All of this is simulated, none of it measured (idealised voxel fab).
process module | voxel wiring stack
cross-section cut | 155 nm wide | cells 5 nm
A cross-section is a grid of square cells, given in bands from the top down. A band is one or more rows of cells.
Each band's line starts with the height of the band's top and of its bottom, in nm. Then come its materials from left to right, each with its width in nm. One material with "throughout" fills the band from edge to edge. "air" is empty space.
Height 0 is the level under which the wafer as received is all one material. The lowest band goes on downwards, as in "0 down".
A width such as "30 to 40" changes by the same amount from each row of cells to the next, from the band's top row to its bottom row.
"no change" after a step means that no cell of the cross-section changed.
closed voids: empty space of 8 cells or more with no open way to the top, each as width x height at its distance from the left edge, in nm
after a step's settings: what the simulator itself notes on the step
overlay nm, on a step with a mask: how far to the right of its planned place the mask lay; to the left if negative
plan
1 op RECEIVE | material Si
2 op CONFORMAL_DEP | material SiO2 | thk nm 15
3 op DIRECTIONAL_DEP | material TiN | thk nm 5
4 op DIRECTIONAL_DEP | material Ru | thk nm 20
5 op PATTERN | tone cover | mask id METAL_1 | material resist | width nm 20 | pitch nm 35 | thk nm 15 | overlay nm 0
6 op DIRECTIONAL_ETCH | etch materials Ru | depth nm 20
7 op DIRECTIONAL_ETCH | etch materials TiN | depth nm 5
8 op STRIP | etch materials resist
9 op CONFORMAL_DEP | material SiN | thk nm 5
10 op FILL_DEP | material SiO2 | thk nm 5
11 op CMP | height nm 40
12 op CONFORMAL_DEP | material SiCN | thk nm 5
13 op DIRECTIONAL_DEP | material SiO2 | thk nm 10
14 op PATTERN | tone open | mask id PLUG_1 | material resist | width nm 15 | pitch nm 70 | thk nm 15 | overlay nm 0
15 op DIRECTIONAL_ETCH | etch materials SiO2 | depth nm 10
16 op DIRECTIONAL_ETCH | etch materials SiCN | depth nm 5
17 op STRIP | etch materials resist
18 op CONFORMAL_DEP | material TiN | thk nm 5
19 op FILL_DEP | material Cu | thk nm 5
20 op CMP | height nm 55
21 op CONFORMAL_DEP | material SiN | thk nm 5
22 op DIRECTIONAL_DEP | material lowk | thk nm 25
23 op DIRECTIONAL_DEP | material aC | thk nm 15
24 op PATTERN | tone open | mask id METAL_2 | material resist | width nm 20 | pitch nm 35 | thk nm 30 | overlay nm 0
25 op DIRECTIONAL_ETCH | etch materials aC | depth nm 15
26 op STRIP | etch materials resist
27 op DIRECTIONAL_ETCH | etch materials lowk | depth nm 25
28 op DIRECTIONAL_ETCH | etch materials SiN | depth nm 5
29 op STRIP | etch materials aC
30 op CONFORMAL_DEP | material TiN | thk nm 5
31 op FILL_DEP | material Cu | thk nm 10
32 op CMP | height nm 85
33 op EPI | material Ru | thk nm 5
34 op FILL_DEP | material SiCN | thk nm 5
35 op DIRECTIONAL_DEP | material SiO2 | thk nm 20
36 op PATTERN | tone open | mask id PLUG_2 | material resist | width nm 15 | pitch nm 35 | thk nm 15 | overlay nm 0
37 op DIRECTIONAL_ETCH | etch materials SiO2 | depth nm 20
38 op DIRECTIONAL_ETCH | etch materials SiCN | depth nm 5
39 op STRIP | etch materials resist
40 op EPI | material Ru | thk nm 10
41 op EPI | material Ru | thk nm 10
42 op EPI | material Ru | thk nm 5
43 op CONFORMAL_DEP | material SiN | thk nm 5
44 op DIRECTIONAL_DEP | material lowk | thk nm 15
45 op MASKED_ETCH | tone open | mask id METAL_3 | width nm 20 | pitch nm 35 | etch materials lowk | depth nm 15 | overlay nm 0
46 op MASKED_ETCH | tone open | mask id METAL_3 | width nm 20 | pitch nm 35 | etch materials SiN | depth nm 5 | overlay nm 0
47 op CONFORMAL_DEP | material TiN | thk nm 5
48 op FILL_DEP | material Cu | thk nm 5
49 op CMP | height nm 135
50 op CONFORMAL_DEP | material SiN | thk nm 5
as received, after step 1
  0 down: Si throughout
  closed voids: none
first wafer at the end, as planned
  140 to 135: SiN throughout
  135 to 120: lowk 30 | TiN 5 | Cu 10 | TiN 5 | lowk 15 | TiN 5 | Cu 10 | TiN 5 | lowk 15 | TiN 5 | Cu 10 | TiN 5 | lowk 35
  120 to 115: SiN 30 | TiN 20 | SiN 15 | TiN 20 | SiN 15 | TiN 20 | SiN 35
  115 to 95: SiO2 30 | Ru 15 | SiO2 20 | Ru 15 | SiO2 20 | Ru 15 | SiO2 40
  95 to 85: SiCN 30 to 25 | Ru 15 to 30 | SiCN 20 to 5 | Ru 15 to 30 | SiCN 20 to 5 | Ru 15 to 30 | SiCN 40 to 30
  85 to 60: lowk 30 | TiN 5 | Cu 10 | TiN 5 | lowk 15 | TiN 5 | Cu 10 | TiN 5 | lowk 15 | TiN 5 | Cu 10 | TiN 5 | lowk 35
  60 to 55: SiN 30 | TiN 20 | SiN 15 | TiN 20 | SiN 15 | TiN 20 | SiN 35
  55 to 45: SiO2 30 | TiN 5 | Cu 5 | TiN 5 | SiO2 55 | TiN 5 | Cu 5 | TiN 5 | SiO2 40
  45 to 40: SiCN 30 | TiN 15 | SiCN 55 | TiN 15 | SiCN 40
  40 to 20: SiO2 25 | SiN 5 | Ru 20 | SiN 5 | SiO2 5 | SiN 5 | Ru 20 | SiN 5 | SiO2 5 | SiN 5 | Ru 20 | SiN 5 | SiO2 30
  20 to 15: SiN 30 | TiN 20 | SiN 15 | TiN 20 | SiN 15 | TiN 20 | SiN 35
  15 to 0: SiO2 throughout
  0 down: Si throughout
  closed voids: none
second wafer at the end: like start, like plan, one mistake
  140 to 135: SiN throughout
  135 to 130: SiN 30 | TiN 20 | SiN 15 | TiN 20 | SiN 15 | TiN 20 | SiN 35
  130 to 110: SiO2 30 | Ru 15 | SiO2 20 | Ru 15 | SiO2 20 | Ru 15 | SiO2 40
  110 to 105: SiCN 30 | Ru 15 | SiCN 20 | Ru 15 | SiCN 20 | Ru 15 | SiCN 40
  105 to 100: Ru throughout
  100 to 90: Cu throughout
  90 to 85: TiN 35 | Cu 10 | TiN 25 | Cu 10 | TiN 25 | Cu 10 | TiN 40
  85 to 60: lowk 30 | TiN 5 | Cu 10 | TiN 5 | lowk 15 | TiN 5 | Cu 10 | TiN 5 | lowk 15 | TiN 5 | Cu 10 | TiN 5 | lowk 35
  60 to 55: SiN 30 | TiN 20 | SiN 15 | TiN 20 | SiN 15 | TiN 20 | SiN 35
  55 to 45: SiO2 30 | TiN 5 | Cu 5 | TiN 5 | SiO2 55 | TiN 5 | Cu 5 | TiN 5 | SiO2 40
  45 to 40: SiCN 30 | TiN 15 | SiCN 55 | TiN 15 | SiCN 40
  40 to 20: SiO2 25 | SiN 5 | Ru 20 | SiN 5 | SiO2 5 | SiN 5 | Ru 20 | SiN 5 | SiO2 5 | SiN 5 | Ru 20 | SiN 5 | SiO2 30
  20 to 15: SiN 30 | TiN 20 | SiN 15 | TiN 20 | SiN 15 | TiN 20 | SiN 35
  15 to 0: SiO2 throughout
  0 down: Si throughout
  closed voids: none
what went wrong: step 32 was left out
at the end the second wafer has, in cells: 50 more of Cu | 13 more of Ru | 13 fewer of SiCN | 7 more of TiN | 57 fewer of lowk
